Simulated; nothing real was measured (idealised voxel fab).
Module name: voxel ribs on slabs (process module)
Shown is cross-section cut, with a width of 155 nm and square cells of size 5 nm.
Square cells in a grid make up a cross-section in this document, and the grid is given as bands, listed from the top down, each one or more rows of cells. Band: top height; bottom height; in nm. Then, left to right: material with width in nm, for each material. "everywhere": a single material spanning edge to edge. "empty": empty space. Zero point of the height axis is 0; under it, received wafer = one material. Lowest band: continues down indefinitely, "0 down". Per-row width for "30 to 40": begins at first number (top row of band), ends at second number (bottom row), increment between rows held constant. "everything unchanged" after a step means that no cell of the cross-section changed. For the entry "Completely enclosed voids", the listed items are empty spaces with no open way to the top whose size is 8 cells or more; each item follows the pattern width x height at distance, where distance is from the left edge and all three are in nm. Heads up: the bit after the settings on a step's line is the simulator's remark on that step. overlay nm, on a step with a mask: how far to the right of its planned place the mask lay; to the left if negative.

## The steps planned for the process are as follows
1) RECEIVE | material Si
2) DIRECTIONAL_DEP | material SiO2 | thk nm 30
3) DIRECTIONAL_DEP | material SiN | thk nm 25
4) PATTERN | tone cover | mask id RIB | material resist | width nm 20 | thk nm 15 | overlay nm 0
5) DIRECTIONAL_ETCH | etch materials SiN | depth nm 20
6) STRIP | etch materials resist
7) MASKED_ETCH | tone cover | mask id SLAB | width nm 50 | etch materials SiN | depth nm 5 | overlay nm 0
8) FILL_DEP | material SiO2 | thk nm 20
9) CMP | height nm 70
10) DIRECTIONAL_DEP | material W | thk nm 10
11) DIRECTIONAL_DEP | material aC | thk nm 15
12) PATTERN | tone cover | mask id HEATER | material resist | width nm 30 | thk nm 30 | overlay nm 0
13) DIRECTIONAL_ETCH | etch materials aC | depth nm 15
14) STRIP | etch materials resist
15) DIRECTIONAL_ETCH | etch materials W | depth nm 10
16) STRIP | etch materials aC
17) CONFORMAL_DEP | material SiN | thk nm 5

## Shown in cross-section is the wafer as received, that is, as it stands after step 1
    0 down = Si everywhere
    Completely enclosed voids: none

## Cross-section, end of module. Start: as above. Plan: as above. Execution: one mistake
    85 to 80 = empty 55  SiN 40  empty 60
    80 to 75 = empty 55  SiN 5  W 30  SiN 5  empty 60
    75 to 70 = SiN 60  W 30  SiN 65
    70 to 60 = SiO2 65 to 50  SiN 20 to 50  SiO2 70 to 55
    60 to 0 = SiO2 everywhere
    0 down = Si everywhere
    Completely enclosed voids: none
Which mistake was made when the wafer was run? regarding the plan, step 2 was run twice
